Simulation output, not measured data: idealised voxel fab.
The following is a process module called voxel gate over fins.
This is section cut - it's 210 nm across, gridded in 5 nm square cells.
Cross-section spec: square-cell grid; bands listed top down; each band is one or more rows. What a band's entry tells you: where the top is and where the bottom is, as heights in nm, and after that what lies inside, material by material from left to right, each with its width in nm. Empty space is written as the word "air", and a single material marked with the word "edge to edge" occupies the band from edge to edge. Zero point of the height axis is 0; under it, received wafer = one material. Lowest band: continues down indefinitely, "0 down". The width entry "30->40" should be interpreted row by row: the top row of cells in the band takes the first number, the bottom row takes the second number, and the change between adjacent rows is uniform throughout. Where the words "nothing different" appear for a step, the cross-section shows no cell changed by that step; every cell remained as before. So "Closed void table" is basically the list of trapped voids: any empty space of 8 cells or more that can't reach the top through an opening. They're written width x height at distance, the distance being from the left edge, and it's all nm. That trailing text on a step's line, after the settings, is the simulator's own remark on the step. Regarding "overlay nm": on a step with a mask, it is the distance the mask lay to the right of its planned place; a negative value places it to the left.
### Here's what the planned process steps look like
1 RECEIVE | material Si
2 CONFORMAL_DEP | material SiN | thk nm 10
3 MASKED_ETCH | tone cover | mask id FINS | width nm 15 | pitch nm 40 | etch materials SiN | depth nm 10 | overlay nm 0
4 MASKED_ETCH | tone cover | mask id FINS | width nm 15 | pitch nm 40 | etch materials Si | depth nm 35 | overlay nm 0
5 OXIDIZE | depth nm 5
6 FILL_DEP | material SiO2 | thk nm 15
7 CMP | height nm 10
8 SELECTIVE_ETCH | etch materials SiO2 | depth nm 20
9 STRIP | etch materials SiN
10 CONFORMAL_DEP | material HfO2 | thk nm 5
11 CONFORMAL_DEP | material TiN | thk nm 5
12 FILL_DEP | material W | thk nm 15
13 CMP | height nm 20
14 CONFORMAL_DEP | material SiN | thk nm 5
Across this set of wafers, the varied parameter is the width nm of step 3. Starting conditions are identical for every wafer, and the plan reports the value assigned to the first wafer.
### Cross-sectional view of the first of several wafers in the as-received condition, corresponding to the state following step 1
> 0 down = Si edge to edge
> Closed void table: none
### Here is the cross-section of the first of several wafers at the end of the module, after its last step, step 14
> 25 to 20 = SiN edge to edge
> 20 to 10 = W edge to edge
> 10 to 5 = W: 70  TiN: 25  W: 15  TiN: 25  W: 75
> 5 to 0 = W: 70  TiN: 5  HfO2: 15  TiN: 5  W: 15  TiN: 5  HfO2: 15  TiN: 5  W: 75
> 0 to -5 = TiN: 75  HfO2: 5  Si: 5  HfO2: 5  TiN: 25  HfO2: 5  Si: 5  HfO2: 5  TiN: 80
> -5 to -10 = HfO2: 80  Si: 5  HfO2: 35  Si: 5  HfO2: 85
> -10 to -40 = SiO2: 80  Si: 5  SiO2: 35  Si: 5  SiO2: 85
> -40 down = Si edge to edge
> Closed void table: none
### Last wafer x-sec, end of module
> 25 to 20 = SiN edge to edge
> 20 to 10 = W edge to edge
> 10 to 5 = W: 65  TiN: 35  W: 5  TiN: 35  W: 70
> 5 to 0 = W: 65  TiN: 5  HfO2: 25  TiN: 5  W: 5  TiN: 5  HfO2: 25  TiN: 5  W: 70
> 0 to -5 = TiN: 70  HfO2: 5  Si: 15  HfO2: 5  TiN: 15  HfO2: 5  Si: 15  HfO2: 5  TiN: 75
> -5 to -10 = HfO2: 75  Si: 15  HfO2: 25  Si: 15  HfO2: 80
> -10 to -40 = SiO2: 75  Si: 15  SiO2: 25  Si: 15  SiO2: 80
> -40 down = Si edge to edge
> Closed void table: none
### each wafer at the end: cells of each material gained (+) or lost (-) since it was received, then its closed voids
width nm 15; +50 HfO2; -320 Si; +42 SiN; +240 SiO2; +50 TiN; +148 W; Closed void table: none
width nm 20; +50 HfO2; -304 Si; +42 SiN; +228 SiO2; +50 TiN; +144 W; Closed void table: none
width nm 25; +50 HfO2; -288 Si; +42 SiN; +216 SiO2; +50 TiN; +140 W; Closed void table: none
